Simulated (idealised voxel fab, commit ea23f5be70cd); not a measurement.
process module | voxel transistor to metal
cross-section cut | 155 nm wide | cells 5 nm
A cross-section is a grid of square cells, given in bands from the top down. A band is one or more rows of cells.
Each band's line starts with the height of the band's top and of its bottom, in nm. Then come its materials from left to right, each with its width in nm. One material with "throughout" fills the band from edge to edge. "air" is empty space.
Height 0 is the level under which the wafer as received is all one material. The lowest band goes on downwards, as in "0 down".
A width such as "30 to 40" changes by the same amount from each row of cells to the next, from the band's top row to its bottom row.
"no change" after a step means that no cell of the cross-section changed.
closed voids: empty space of 8 cells or more with no open way to the top, each as width x height at its distance from the left edge, in nm
after a step's settings: what the simulator itself notes on the step
overlay nm, on a step with a mask: how far to the right of its planned place the mask lay; to the left if negative
plan
1 op RECEIVE | material Si
2 op OXIDIZE | depth nm 5
3 op CONFORMAL_DEP | material SiN | thk nm 15
4 op MASKED_ETCH | tone cover | mask id ACTIVE | width nm 115 | etch materials SiN | depth nm 15 | overlay nm 0
5 op MASKED_ETCH | tone cover | mask id ACTIVE | width nm 115 | etch materials SiO2 | depth nm 5 | overlay nm 0
6 op MASKED_ETCH | tone cover | mask id ACTIVE | width nm 105 | etch materials Si | depth nm 25 | overlay nm 0
7 op FILL_DEP | material SiO2 | thk nm 15
8 op CMP | height nm 15
9 op SELECTIVE_ETCH | etch materials SiO2 | depth nm 10
10 op STRIP | etch materials SiN
11 op SELECTIVE_ETCH | etch materials SiO2 | depth nm 5
12 op OXIDIZE | depth nm 5
13 op DIRECTIONAL_DEP | material polySi | thk nm 30
14 op DIRECTIONAL_DEP | material SiCN | thk nm 10
15 op MASKED_ETCH | tone cover | mask id GATE | width nm 25 | etch materials SiCN | depth nm 20 | overlay nm 0
16 op MASKED_ETCH | tone cover | mask id GATE | width nm 25 | etch materials polySi | depth nm 40 | overlay nm 0
17 op CONFORMAL_DEP | material SiN | thk nm 5
18 op DIRECTIONAL_ETCH | etch materials SiN | depth nm 5
19 op DIRECTIONAL_ETCH | etch materials SiO2 | depth nm 5
20 op DIRECTIONAL_ETCH | etch materials Si | depth nm 5
21 op EPI | material pSi | thk nm 5
22 op FILL_DEP | material SiO2 | thk nm 5
23 op CMP | height nm 35
24 op DIRECTIONAL_DEP | material SiO2 | thk nm 10
25 op DIRECTIONAL_DEP | material aC | thk nm 10
26 op PATTERN | tone open | mask id CONTACT | material resist | width nm 20 | pitch nm 85 | thk nm 25 | overlay nm 0
27 op DIRECTIONAL_ETCH | etch materials aC | depth nm 10
28 op STRIP | etch materials resist
29 op DIRECTIONAL_ETCH | etch materials SiO2 | depth nm 55
30 op STRIP | etch materials aC
31 op CONFORMAL_DEP | material TiN | thk nm 5
32 op FILL_DEP | material W | thk nm 5
33 op CMP | height nm 45
34 op DIRECTIONAL_DEP | material TiN | thk nm 5
35 op DIRECTIONAL_DEP | material Ru | thk nm 25
36 op PATTERN | tone cover | mask id METAL_1 | material resist | width nm 20 | pitch nm 85 | thk nm 15 | overlay nm 0
37 op DIRECTIONAL_ETCH | etch materials Ru | depth nm 25
38 op DIRECTIONAL_ETCH | etch materials TiN | depth nm 5
39 op STRIP | etch materials resist
40 op FILL_DEP | material lowk | thk nm 10
41 op CMP | height nm 75
42 op CONFORMAL_DEP | material SiCN | thk nm 5
43 op DIRECTIONAL_DEP | material SiO2 | thk nm 25
44 op MASKED_ETCH | tone open | mask id METAL_2 | width nm 20 | pitch nm 85 | etch materials SiO2 | depth nm 15 | overlay nm 0
45 op PATTERN | tone open | mask id METAL_2_HOLES | material resist | width nm 15 | pitch nm 85 | thk nm 15 | overlay nm 0
46 op DIRECTIONAL_ETCH | etch materials SiO2 | depth nm 10
47 op DIRECTIONAL_ETCH | etch materials SiCN | depth nm 5
48 op STRIP | etch materials resist
49 op CONFORMAL_DEP | material TiN | thk nm 5
50 op FILL_DEP | material Cu | thk nm 5
51 op CMP | height nm 105
52 op CONFORMAL_DEP | material SiCN | thk nm 5
varied across the wafers: width nm of step 6. The plan shows the first wafer's value. All wafers start alike
first wafer as received, after step 1
  0 down: Si throughout
  closed voids: none
first wafer at the end, after step 52
  110 to 105: SiCN throughout
  105 to 95: SiO2 25 | TiN 5 | Cu 10 | TiN 5 | SiO2 65 | TiN 5 | Cu 10 | TiN 5 | SiO2 25
  95 to 90: SiO2 25 | TiN 5 | Cu 5 | TiN 10 | SiO2 65 | TiN 5 | Cu 5 | TiN 10 | SiO2 25
  90 to 80: SiO2 25 | TiN 5 | Cu 5 | TiN 5 | SiO2 70 | TiN 5 | Cu 5 | TiN 5 | SiO2 30
  80 to 75: SiCN 25 | TiN 15 | SiCN 70 | TiN 15 | SiCN 30
  75 to 50: lowk 25 | Ru 20 | lowk 65 | Ru 20 | lowk 25
  50 to 45: lowk 25 | TiN 20 | lowk 65 | TiN 20 | lowk 25
  45 to 35: SiO2 25 | TiN 5 | W 10 | TiN 5 | SiO2 65 | TiN 5 | W 10 | TiN 5 | SiO2 25
  35 to 25: SiO2 25 | TiN 5 | W 10 | TiN 5 | SiO2 15 | SiN 5 | SiCN 25 | SiN 5 | SiO2 15 | TiN 5 | W 10 | TiN 5 | SiO2 25
  25 to 0: SiO2 25 | TiN 5 | W 10 | TiN 5 | SiO2 15 | SiN 5 | polySi 25 | SiN 5 | SiO2 15 | TiN 5 | W 10 | TiN 5 | SiO2 25
  0 to -5: SiO2 15 | SiN 5 | SiO2 5 | TiN 5 | W 10 | TiN 5 | SiO2 15 | SiN 5 | polySi 25 | SiN 5 | SiO2 15 | TiN 5 | W 10 | TiN 5 | SiO2 5 | SiN 5 | SiO2 15
  -5 to -10: SiO2 25 | TiN 20 | SiO2 10 | pSi 5 | SiO2 35 | pSi 5 | SiO2 10 | TiN 20 | SiO2 25
  -10 to -15: SiO2 20 | pSi 40 | Si 35 | pSi 40 | SiO2 20
  -15 to -30: SiO2 20 | Si 115 | SiO2 20
  -30 down: Si throughout
  closed voids: none
last wafer at the end
  110 to 105: SiCN throughout
  105 to 95: SiO2 25 | TiN 5 | Cu 10 | TiN 5 | SiO2 65 | TiN 5 | Cu 10 | TiN 5 | SiO2 25
  95 to 90: SiO2 25 | TiN 5 | Cu 5 | TiN 10 | SiO2 65 | TiN 5 | Cu 5 | TiN 10 | SiO2 25
  90 to 80: SiO2 25 | TiN 5 | Cu 5 | TiN 5 | SiO2 70 | TiN 5 | Cu 5 | TiN 5 | SiO2 30
  80 to 75: SiCN 25 | TiN 15 | SiCN 70 | TiN 15 | SiCN 30
  75 to 50: lowk 25 | Ru 20 | lowk 65 | Ru 20 | lowk 25
  50 to 45: lowk 25 | TiN 20 | lowk 65 | TiN 20 | lowk 25
  45 to 35: SiO2 25 | TiN 5 | W 10 | TiN 5 | SiO2 65 | TiN 5 | W 10 | TiN 5 | SiO2 25
  35 to 25: SiO2 25 | TiN 5 | W 10 | TiN 5 | SiO2 15 | SiN 5 | SiCN 25 | SiN 5 | SiO2 15 | TiN 5 | W 10 | TiN 5 | SiO2 25
  25 to 0: SiO2 25 | TiN 5 | W 10 | TiN 5 | SiO2 15 | SiN 5 | polySi 25 | SiN 5 | SiO2 15 | TiN 5 | W 10 | TiN 5 | SiO2 25
  0 to -5: SiO2 15 | SiN 5 | SiO2 5 | TiN 5 | W 10 | TiN 5 | SiO2 15 | SiN 5 | polySi 25 | SiN 5 | SiO2 15 | TiN 5 | W 10 | TiN 5 | SiO2 5 | SiN 5 | SiO2 15
  -5 to -10: SiO2 20 | pSi 5 | TiN 20 | SiO2 10 | pSi 5 | SiO2 35 | pSi 5 | SiO2 10 | TiN 20 | pSi 5 | SiO2 20
  -10 to -15: SiO2 15 | Si 5 | pSi 40 | Si 35 | pSi 40 | Si 5 | SiO2 15
  -15 to -30: SiO2 15 | Si 125 | SiO2 15
  -30 down: Si throughout
  closed voids: none
each wafer at the end: cells of each material gained (+) or lost (-) since it was received, then its closed voids
width nm 105 | +14 Cu | +40 Ru | -110 Si | +66 SiCN | +18 SiN | +344 SiO2 | +84 TiN | +40 W | +138 lowk | +18 pSi | +30 polySi | closed voids: none
width nm 110 | +14 Cu | +40 Ru | -110 Si | +66 SiCN | +18 SiN | +344 SiO2 | +84 TiN | +40 W | +138 lowk | +18 pSi | +30 polySi | closed voids: none
width nm 115 | +14 Cu | +40 Ru | -110 Si | +66 SiCN | +18 SiN | +344 SiO2 | +84 TiN | +40 W | +138 lowk | +18 pSi | +30 polySi | closed voids: none
width nm 120 | +14 Cu | +40 Ru | -106 Si | +66 SiCN | +18 SiN | +339 SiO2 | +84 TiN | +40 W | +138 lowk | +19 pSi | +30 polySi | closed voids: none
width nm 125 | +14 Cu | +40 Ru | -102 Si | +66 SiCN | +18 SiN | +334 SiO2 | +84 TiN | +40 W | +138 lowk | +20 pSi | +30 polySi | closed voids: none
